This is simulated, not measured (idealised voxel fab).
A process module follows: voxel transistor to metal.
cross-section cut | 300 nm wide | cells 5 nm
If you're reading a cross-section in this doc, picture square cells in a grid; it comes to you as bands, top ones listed first down to the bottom, and a band can be one or more rows of cells.
Per band: top height and bottom height in nm, followed by the left-to-right materials and their widths in nm; "everywhere" marks a single material spanning edge to edge, "air" marks empty space.
It should be noted that heights are counted from 0, beneath which the wafer as supplied is of one material throughout, and that the lowest band possesses no lower boundary but continues downward, as written in "0 down".
The expression "30->40" gives the width at the extremes of the band, the first number at its top row of cells and the second at its bottom row, with the width changing by equal amounts from each row to the next in between.
The designation "remains unaltered", where it is given for a processing step, indicates that no cell of the cross-section was altered in the course of that step.
The label "Closed voids list" introduces a list of the empty spaces, 8 cells or larger, that have no open way up to the top; each entry in it reads width x height at distance, where the distance is taken from the left edge and all three are stated in nm.
It should be noted that, on the line of a given step, the content following the step's settings is a remark produced by the simulator itself with respect to that step.
What "overlay nm" on a step's line means: if the step has a mask, that mask lay this far to the right of its planned place, or, when the value is negative, to the left.

[Below is the list of planned process steps]
1 RECEIVE: material Si
2 CONFORMAL_DEP: material SiO2, thk nm 5
3 CONFORMAL_DEP: material SiN, thk nm 10
4 PATTERN: tone cover, mask id ACTIVE, material resist, width nm 100, pitch nm 125, thk nm 20, overlay nm 0
5 DIRECTIONAL_ETCH: etch materials SiN, depth nm 10
6 DIRECTIONAL_ETCH: etch materials SiO2, depth nm 5
7 DIRECTIONAL_ETCH: etch materials Si, depth nm 20
8 STRIP: etch materials resist
9 FILL_DEP: material SiO2, thk nm 5
10 CMP: height nm 15
11 SELECTIVE_ETCH: etch materials SiO2, depth nm 5
12 STRIP: etch materials SiN
13 SELECTIVE_ETCH: etch materials SiO2, depth nm 5
14 OXIDIZE: depth nm 5
15 DIRECTIONAL_DEP: material polySi, thk nm 25
16 DIRECTIONAL_DEP: material SiCN, thk nm 10
17 PATTERN: tone cover, mask id GATE, material resist, width nm 20, pitch nm 125, thk nm 20, overlay nm 0
18 DIRECTIONAL_ETCH: etch materials SiCN, depth nm 20
19 DIRECTIONAL_ETCH: etch materials polySi, depth nm 35
20 STRIP: etch materials resist
21 CONFORMAL_DEP: material SiN, thk nm 10
22 DIRECTIONAL_ETCH: etch materials SiN, depth nm 10
23 DIRECTIONAL_ETCH: etch materials SiO2, depth nm 5
24 EPI: material nSi, thk nm 5
25 FILL_DEP: material SiO2, thk nm 5
26 CMP: height nm 35
27 DIRECTIONAL_DEP: material SiO2, thk nm 10
28 PATTERN: tone open, mask id CONTACT, material resist, width nm 25, thk nm 20, overlay nm 0
29 DIRECTIONAL_ETCH: etch materials SiO2, depth nm 45
30 STRIP: etch materials resist
31 CONFORMAL_DEP: material TiN, thk nm 5
32 FILL_DEP: material W, thk nm 5
33 CMP: height nm 45
34 DIRECTIONAL_DEP: material TiN, thk nm 5
35 DIRECTIONAL_DEP: material Ru, thk nm 25
36 MASKED_ETCH: tone cover, mask id METAL_1, width nm 15, etch materials Ru, depth nm 25, overlay nm 0
37 MASKED_ETCH: tone cover, mask id METAL_1, width nm 15, etch materials TiN, depth nm 5, overlay nm 0
38 FILL_DEP: material SiO2, thk nm 5
39 CMP: height nm 75
40 CONFORMAL_DEP: material SiN, thk nm 5

[So, the first of our two wafers, run just as we planned it]

[Shown in cross-section is the wafer as received, that is, as it stands after step 1]
	0 down | Si everywhere
	Closed voids list: none

[Cross-sectional representation of the wafer at the conclusion of step 2]
	5 to 0 | SiO2 everywhere
	At heights below 0, the structure remains unaltered.

[Cross-sectional representation of the wafer at the conclusion of step 3]
	15 to 5 | SiN everywhere
	At heights below 5, the structure remains unaltered.

[Cross-sectional representation of the wafer at the conclusion of step 4]
	35 to 15 | air=35 / resist=100 / air=25 / resist=100 / air=40
	At heights below 15, the structure remains unaltered.

[Cross-sectional representation of the wafer at the conclusion of step 5]
	35 to 15 | air=35 / resist=100 / air=25 / resist=100 / air=40
	15 to 5 | air=35 / SiN=100 / air=25 / SiN=100 / air=40
	At heights below 5, the structure remains unaltered.

[Cross-sectional representation of the wafer at the conclusion of step 6]
	35 to 15 | air=35 / resist=100 / air=25 / resist=100 / air=40
	15 to 5 | air=35 / SiN=100 / air=25 / SiN=100 / air=40
	5 to 0 | air=35 / SiO2=100 / air=25 / SiO2=100 / air=40
	At heights below 0, the structure remains unaltered.

[Cross-sectional representation of the wafer at the conclusion of step 7]
	35 to 15 | air=35 / resist=100 / air=25 / resist=100 / air=40
	15 to 5 | air=35 / SiN=100 / air=25 / SiN=100 / air=40
	5 to 0 | air=35 / SiO2=100 / air=25 / SiO2=100 / air=40
	0 to -20 | air=35 / Si=100 / air=25 / Si=100 / air=40
	At heights below -20, the structure remains unaltered.

[Cross-sectional representation of the wafer at the conclusion of step 8]
	15 to 5 | air=35 / SiN=100 / air=25 / SiN=100 / air=40
	At heights below 5, the structure remains unaltered.

[Cross-sectional representation of the wafer at the conclusion of step 9]
	20 to 15 | SiO2 everywhere
	15 to 5 | SiO2=35 / SiN=100 / SiO2=25 / SiN=100 / SiO2=40
	5 to 0 | SiO2 everywhere
	0 to -20 | SiO2=35 / Si=100 / SiO2=25 / Si=100 / SiO2=40
	At heights below -20, the structure remains unaltered.

[Cross-sectional representation of the wafer at the conclusion of step 10]
	15 to 5 | SiO2=35 / SiN=100 / SiO2=25 / SiN=100 / SiO2=40
	At heights below 5, the structure remains unaltered.

[Cross-sectional representation of the wafer at the conclusion of step 11]
	15 to 10 | air=35 / SiN=100 / air=25 / SiN=100 / air=40
	At heights below 10, the structure remains unaltered.

[Cross-sectional representation of the wafer at the conclusion of step 12]
	10 to 5 | SiO2=35 / air=100 / SiO2=25 / air=100 / SiO2=40
	At heights below 5, the structure remains unaltered.

[Cross-sectional representation of the wafer at the conclusion of step 13]
	5 to 0 | SiO2=30 / air=110 / SiO2=15 / air=110 / SiO2=35
	At heights below 0, the structure remains unaltered.

[Cross-sectional representation of the wafer at the conclusion of step 14]
	5 to 0 | SiO2=30 / air=110 / SiO2=15 / air=110 / SiO2=35
	0 to -5 | SiO2 everywhere
	At heights below -5, the structure remains unaltered.

[Cross-sectional representation of the wafer at the conclusion of step 15]
	30 to 25 | polySi=30 / air=110 / polySi=15 / air=110 / polySi=35
	25 to 5 | polySi everywhere
	5 to 0 | SiO2=30 / polySi=110 / SiO2=15 / polySi=110 / SiO2=35
	At heights below 0, the structure remains unaltered.

[Cross-sectional representation of the wafer at the conclusion of step 16]
	40 to 35 | SiCN=30 / air=110 / SiCN=15 / air=110 / SiCN=35
	35 to 30 | SiCN everywhere
	30 to 25 | polySi=30 / SiCN=110 / polySi=15 / SiCN=110 / polySi=35
	At heights below 25, the structure remains unaltered.

[Cross-sectional representation of the wafer at the conclusion of step 17]
	60 to 40 | air=75 / resist=20 / air=105 / resist=20 / air=80
	40 to 35 | SiCN=30 / air=45 / resist=20 / air=45 / SiCN=15 / air=45 / resist=20 / air=45 / SiCN=35
	At heights below 35, the structure remains unaltered.

[Cross-sectional representation of the wafer at the conclusion of step 18]
	60 to 35 | air=75 / resist=20 / air=105 / resist=20 / air=80
	35 to 30 | air=75 / SiCN=20 / air=105 / SiCN=20 / air=80
	30 to 25 | polySi=30 / air=45 / SiCN=20 / air=45 / polySi=15 / air=45 / SiCN=20 / air=45 / polySi=35
	At heights below 25, the structure remains unaltered.

[Cross-sectional representation of the wafer at the conclusion of step 19]
	60 to 35 | air=75 / resist=20 / air=105 / resist=20 / air=80
	35 to 25 | air=75 / SiCN=20 / air=105 / SiCN=20 / air=80
	25 to 5 | air=75 / polySi=20 / air=105 / polySi=20 / air=80
	5 to 0 | SiO2=30 / air=45 / polySi=20 / air=45 / SiO2=15 / air=45 / polySi=20 / air=45 / SiO2=35
	At heights below 0, the structure remains unaltered.

[Cross-sectional representation of the wafer at the conclusion of step 20]
	35 to 25 | air=75 / SiCN=20 / air=105 / SiCN=20 / air=80
	At heights below 25, the structure remains unaltered.

[Cross-sectional representation of the wafer at the conclusion of step 21]
	45 to 35 | air=65 / SiN=40 / air=85 / SiN=40 / air=70
	35 to 25 | air=65 / SiN=10 / SiCN=20 / SiN=10 / air=85 / SiN=10 / SiCN=20 / SiN=10 / air=70
	25 to 15 | air=65 / SiN=10 / polySi=20 / SiN=10 / air=85 / SiN=10 / polySi=20 / SiN=10 / air=70
	15 to 10 | SiN=40 / air=25 / SiN=10 / polySi=20 / SiN=10 / air=25 / SiN=35 / air=25 / SiN=10 / polySi=20 / SiN=10 / air=25 / SiN=45
	10 to 5 | SiN=75 / polySi=20 / SiN=105 / polySi=20 / SiN=80
	5 to 0 | SiO2=30 / SiN=45 / polySi=20 / SiN=45 / SiO2=15 / SiN=45 / polySi=20 / SiN=45 / SiO2=35
	At heights below 0, the structure remains unaltered.

[Cross-sectional representation of the wafer at the conclusion of step 22]
	35 to 25 | air=65 / SiN=10 / SiCN=20 / SiN=10 / air=85 / SiN=10 / SiCN=20 / SiN=10 / air=70
	25 to 5 | air=65 / SiN=10 / polySi=20 / SiN=10 / air=85 / SiN=10 / polySi=20 / SiN=10 / air=70
	5 to 0 | SiO2=30 / SiN=10 / air=25 / SiN=10 / polySi=20 / SiN=10 / air=25 / SiN=10 / SiO2=15 / SiN=10 / air=25 / SiN=10 / polySi=20 / SiN=10 / air=25 / SiN=10 / SiO2=35
	At heights below 0, the structure remains unaltered.

[Cross-sectional representation of the wafer at the conclusion of step 23]
	35 to 25 | air=65 / SiN=10 / SiCN=20 / SiN=10 / air=85 / SiN=10 / SiCN=20 / SiN=10 / air=70
	25 to 5 | air=65 / SiN=10 / polySi=20 / SiN=10 / air=85 / SiN=10 / polySi=20 / SiN=10 / air=70
	5 to 0 | air=30 / SiN=10 / air=25 / SiN=10 / polySi=20 / SiN=10 / air=25 / SiN=10 / air=15 / SiN=10 / air=25 / SiN=10 / polySi=20 / SiN=10 / air=25 / SiN=10 / air=35
	0 to -5 | SiO2=40 / air=25 / SiO2=40 / air=25 / SiO2=35 / air=25 / SiO2=40 / air=25 / SiO2=45
	At heights below -5, the structure remains unaltered.

[Cross-sectional representation of the wafer at the conclusion of step 24]
	35 to 25 | air=65 / SiN=10 / SiCN=20 / SiN=10 / air=85 / SiN=10 / SiCN=20 / SiN=10 / air=70
	25 to 5 | air=65 / SiN=10 / polySi=20 / SiN=10 / air=85 / SiN=10 / polySi=20 / SiN=10 / air=70
	5 to 0 | air=30 / SiN=10 / air=25 / SiN=10 / polySi=20 / SiN=10 / air=25 / SiN=10 / air=15 / SiN=10 / air=25 / SiN=10 / polySi=20 / SiN=10 / air=25 / SiN=10 / air=35
	0 to -5 | SiO2=40 / nSi=25 / SiO2=40 / nSi=25 / SiO2=35 / nSi=25 / SiO2=40 / nSi=25 / SiO2=45
	At heights below -5, the structure remains unaltered.

[Cross-sectional representation of the wafer at the conclusion of step 25]
	40 to 35 | SiO2 everywhere
	35 to 25 | SiO2=65 / SiN=10 / SiCN=20 / SiN=10 / SiO2=85 / SiN=10 / SiCN=20 / SiN=10 / SiO2=70
	25 to 5 | SiO2=65 / SiN=10 / polySi=20 / SiN=10 / SiO2=85 / SiN=10 / polySi=20 / SiN=10 / SiO2=70
	5 to 0 | SiO2=30 / SiN=10 / SiO2=25 / SiN=10 / polySi=20 / SiN=10 / SiO2=25 / SiN=10 / SiO2=15 / SiN=10 / SiO2=25 / SiN=10 / polySi=20 / SiN=10 / SiO2=25 / SiN=10 / SiO2=35
	At heights below 0, the structure remains unaltered.

[Cross-sectional representation of the wafer at the conclusion of step 26]
	35 to 25 | SiO2=65 / SiN=10 / SiCN=20 / SiN=10 / SiO2=85 / SiN=10 / SiCN=20 / SiN=10 / SiO2=70
	At heights below 25, the structure remains unaltered.

[Cross-sectional representation of the wafer at the conclusion of step 27]
	45 to 35 | SiO2 everywhere
	At heights below 35, the structure remains unaltered.

[Cross-sectional representation of the wafer at the conclusion of step 28]
	65 to 45 | resist=45 / air=25 / resist=30 / air=25 / resist=45 / air=25 / resist=30 / air=25 / resist=50
	At heights below 45, the structure remains unaltered.

[Cross-sectional representation of the wafer at the conclusion of step 29]
	65 to 45 | resist=45 / air=25 / resist=30 / air=25 / resist=45 / air=25 / resist=30 / air=25 / resist=50
	45 to 35 | SiO2=45 / air=25 / SiO2=30 / air=25 / SiO2=45 / air=25 / SiO2=30 / air=25 / SiO2=50
	35 to 25 | SiO2=45 / air=20 / SiN=10 / SiCN=20 / SiN=10 / air=20 / SiO2=45 / air=20 / SiN=10 / SiCN=20 / SiN=10 / air=20 / SiO2=50
	25 to 5 | SiO2=45 / air=20 / SiN=10 / polySi=20 / SiN=10 / air=20 / SiO2=45 / air=20 / SiN=10 / polySi=20 / SiN=10 / air=20 / SiO2=50
	5 to 0 | SiO2=30 / SiN=10 / SiO2=5 / air=20 / SiN=10 / polySi=20 / SiN=10 / air=20 / SiO2=5 / SiN=10 / SiO2=15 / SiN=10 / SiO2=5 / air=20 / SiN=10 / polySi=20 / SiN=10 / air=20 / SiO2=5 / SiN=10 / SiO2=35
	At heights below 0, the structure remains unaltered.

[Cross-sectional representation of the wafer at the conclusion of step 30]
	45 to 35 | SiO2=45 / air=25 / SiO2=30 / air=25 / SiO2=45 / air=25 / SiO2=30 / air=25 / SiO2=50
	At heights below 35, the structure remains unaltered.

[Cross-sectional representation of the wafer at the conclusion of step 31]
	50 to 45 | TiN=50 / air=15 / TiN=40 / air=15 / TiN=55 / air=15 / TiN=40 / air=15 / TiN=55
	45 to 35 | SiO2=45 / TiN=5 / air=15->10 / TiN=5->10 / SiO2=30 / TiN=5->10 / air=15->10 / TiN=5 / SiO2=45 / TiN=5 / air=15->10 / TiN=5->10 / SiO2=30 / TiN=5->10 / air=15->10 / TiN=5 / SiO2=50
	35 to 25 | SiO2=45 / TiN=5 / air=10 / TiN=5 / SiN=10 / SiCN=20 / SiN=10 / TiN=5 / air=10 / TiN=5 / SiO2=45 / TiN=5 / air=10 / TiN=5 / SiN=10 / SiCN=20 / SiN=10 / TiN=5 / air=10 / TiN=5 / SiO2=50
	25 to 5 | SiO2=45 / TiN=5 / air=10 / TiN=5 / SiN=10 / polySi=20 / SiN=10 / TiN=5 / air=10 / TiN=5 / SiO2=45 / TiN=5 / air=10 / TiN=5 / SiN=10 / polySi=20 / SiN=10 / TiN=5 / air=10 / TiN=5 / SiO2=50
	5 to 0 | SiO2=30 / SiN=10 / SiO2=5 / TiN=20 / SiN=10 / polySi=20 / SiN=10 / TiN=20 / SiO2=5 / SiN=10 / SiO2=15 / SiN=10 / SiO2=5 / TiN=20 / SiN=10 / polySi=20 / SiN=10 / TiN=20 / SiO2=5 / SiN=10 / SiO2=35
	At heights below 0, the structure remains unaltered.

[Cross-sectional representation of the wafer at the conclusion of step 32]
	55 to 50 | W everywhere
	50 to 45 | TiN=50 / W=15 / TiN=40 / W=15 / TiN=55 / W=15 / TiN=40 / W=15 / TiN=55
	45 to 35 | SiO2=45 / TiN=5 / W=15->10 / TiN=5->10 / SiO2=30 / TiN=5->10 / W=15->10 / TiN=5 / SiO2=45 / TiN=5 / W=15->10 / TiN=5->10 / SiO2=30 / TiN=5->10 / W=15->10 / TiN=5 / SiO2=50
	35 to 25 | SiO2=45 / TiN=5 / W=10 / TiN=5 / SiN=10 / SiCN=20 / SiN=10 / TiN=5 / W=10 / TiN=5 / SiO2=45 / TiN=5 / W=10 / TiN=5 / SiN=10 / SiCN=20 / SiN=10 / TiN=5 / W=10 / TiN=5 / SiO2=50
	25 to 5 | SiO2=45 / TiN=5 / W=10 / TiN=5 / SiN=10 / polySi=20 / SiN=10 / TiN=5 / W=10 / TiN=5 / SiO2=45 / TiN=5 / W=10 / TiN=5 / SiN=10 / polySi=20 / SiN=10 / TiN=5 / W=10 / TiN=5 / SiO2=50
	At heights below 5, the structure remains unaltered.

[Cross-sectional representation of the wafer at the conclusion of step 33]
	45 to 35 | SiO2=45 / TiN=5 / W=15->10 / TiN=5->10 / SiO2=30 / TiN=5->10 / W=15->10 / TiN=5 / SiO2=45 / TiN=5 / W=15->10 / TiN=5->10 / SiO2=30 / TiN=5->10 / W=15->10 / TiN=5 / SiO2=50
	At heights below 35, the structure remains unaltered.

[Cross-sectional representation of the wafer at the conclusion of step 34]
	50 to 45 | TiN everywhere
	At heights below 45, the structure remains unaltered.

[Cross-sectional representation of the wafer at the conclusion of step 35]
	75 to 50 | Ru everywhere
	At heights below 50, the structure remains unaltered.

[Cross-sectional representation of the wafer at the conclusion of step 36]
	75 to 50 | air=45 / Ru=15 / air=50 / Ru=15 / air=45 / Ru=15 / air=50 / Ru=15 / air=50
	At heights below 50, the structure remains unaltered.

[Cross-sectional representation of the wafer at the conclusion of step 37]
	75 to 50 | air=45 / Ru=15 / air=50 / Ru=15 / air=45 / Ru=15 / air=50 / Ru=15 / air=50
	50 to 45 | air=45 / TiN=15 / air=50 / TiN=15 / air=45 / TiN=15 / air=50 / TiN=15 / air=50
	At heights below 45, the structure remains unaltered.

[Cross-sectional representation of the wafer at the conclusion of step 38]
	80 to 75 | SiO2 everywhere
	75 to 50 | SiO2=45 / Ru=15 / SiO2=50 / Ru=15 / SiO2=45 / Ru=15 / SiO2=50 / Ru=15 / SiO2=50
	50 to 45 | SiO2=45 / TiN=15 / SiO2=50 / TiN=15 / SiO2=45 / TiN=15 / SiO2=50 / TiN=15 / SiO2=50
	At heights below 45, the structure remains unaltered.

[Cross-sectional representation of the wafer at the conclusion of step 39]
	75 to 50 | SiO2=45 / Ru=15 / SiO2=50 / Ru=15 / SiO2=45 / Ru=15 / SiO2=50 / Ru=15 / SiO2=50
	At heights below 50, the structure remains unaltered.

[Cross-sectional representation of the wafer at the conclusion of step 40]
	80 to 75 | SiN everywhere
	At heights below 75, the structure remains unaltered.

[Wafer two. Identical start, identical plan. One mistake in execution. Identical history through step 35]

[Cross-section of the second wafer at the time step 36 of the plan should have ended]
	75 to 50 | Ru=45 / air=15 / Ru=50 / air=15 / Ru=45 / air=15 / Ru=50 / air=15 / Ru=50
	At heights below 50, the structure remains unaltered.

Cross-section of the second wafer at the time step 37 of the plan should have ended: remains unaltered

[Cross-section of the second wafer at the time step 38 of the plan should have ended]
	80 to 75 | SiO2 everywhere
	75 to 50 | Ru=45 / SiO2=15 / Ru=50 / SiO2=15 / Ru=45 / SiO2=15 / Ru=50 / SiO2=15 / Ru=50
	At heights below 50, the structure remains unaltered.

[Cross-section of the second wafer at the time step 39 of the plan should have ended]
	75 to 50 | Ru=45 / SiO2=15 / Ru=50 / SiO2=15 / Ru=45 / SiO2=15 / Ru=50 / SiO2=15 / Ru=50
	At heights below 50, the structure remains unaltered.

[Cross-section of the second wafer at the time step 40 of the plan should have ended]
	80 to 75 | SiN everywhere
	At heights below 75, the structure remains unaltered.
what went wrong: step 36 went in with a setting other than planned; the actual run was MASKED_ETCH: tone open, mask id METAL_1, width nm 15, etch materials Ru, depth nm 25, overlay nm 0
Upon completion, the second wafer contains, in terms of cells, a greater or smaller amount of certain materials than the first wafer: 180 more of Ru | 228 fewer of SiO2 | 48 more of TiN
